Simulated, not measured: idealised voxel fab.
Module name: voxel fin reveal (process module)
This is section cut - it's 300 nm across, gridded in 5 nm square cells.
In this document a cross-section is written as a grid of square cells. It is given as a series of bands, listed from the top down, and a band is one or more rows of cells. Quick guide to a band line: top height, bottom height (nm) up front; then every material left to right with its width in nm. Only one material and it's marked "full width"? Then it fills the band edge to edge. And "blank" just means empty space. Height 0 is the level under which the wafer as received is all one material. The lowest band goes on downwards, as in "z 0 and below". You'd read "30..40" like this: the band's top row of cells is as wide as the first number, its bottom row is as wide as the second, and going down, every row changes width by the same amount as the row before did. What does "nothing was modified" mean for a step? It means no cell of the cross-section changed in that step. The entry "Enclosed void listing" lists the empty spaces that cover at least 8 cells and have no open path to the top. Each is written as width x height at distance, where the distance is measured from the left edge and all three values are in nm. That trailing text on a step's line, after the settings, is the simulator's own remark on the step. "overlay nm" on a masked step: distance the mask lay right of its planned place, negative for left.
## The process steps that were planned are listed below
| 1 | RECEIVE with material Si |
| 2 | CONFORMAL_DEP with material SiN, thk nm 10 |
| 3 | PATTERN with tone cover, mask id FINS, material resist, width nm 15, pitch nm 35, thk nm 20, overlay nm -15 |
| 4 | DIRECTIONAL_ETCH with etch materials SiN, depth nm 10 |
| 5 | DIRECTIONAL_ETCH with etch materials Si, depth nm 35 |
| 6 | STRIP with etch materials resist |
| 7 | OXIDIZE with depth nm 5 |
| 8 | FILL_DEP with material SiO2, thk nm 15 |
| 9 | CMP with height nm 10 |
| 10 | SELECTIVE_ETCH with etch materials SiO2, depth nm 25 |
| 11 | STRIP with etch materials SiN |
Wafer-to-wafer difference: overlay nm, step 3. Common start. Plan = first wafer's value.
## first wafer as received, after step 1
z 0 and below = Si full width
Enclosed void listing: none
## Here is how to read the rows: every wafer has a row, and it shows the wafer at the end of the module, giving for each material how many cells were gained (+) or lost (-) since the wafer was received, then listing its closed voids
overlay nm -15, -464 Si, +290 SiO2, Enclosed void listing: none
overlay nm -10, -464 Si, +290 SiO2, Enclosed void listing: none
overlay nm -5, -464 Si, +290 SiO2, Enclosed void listing: none
overlay nm 0, -464 Si, +290 SiO2, Enclosed void listing: none
overlay nm 5, -464 Si, +290 SiO2, Enclosed void listing: none
overlay nm 10, -464 Si, +290 SiO2, Enclosed void listing: none
overlay nm 15, -464 Si, +290 SiO2, Enclosed void listing: none
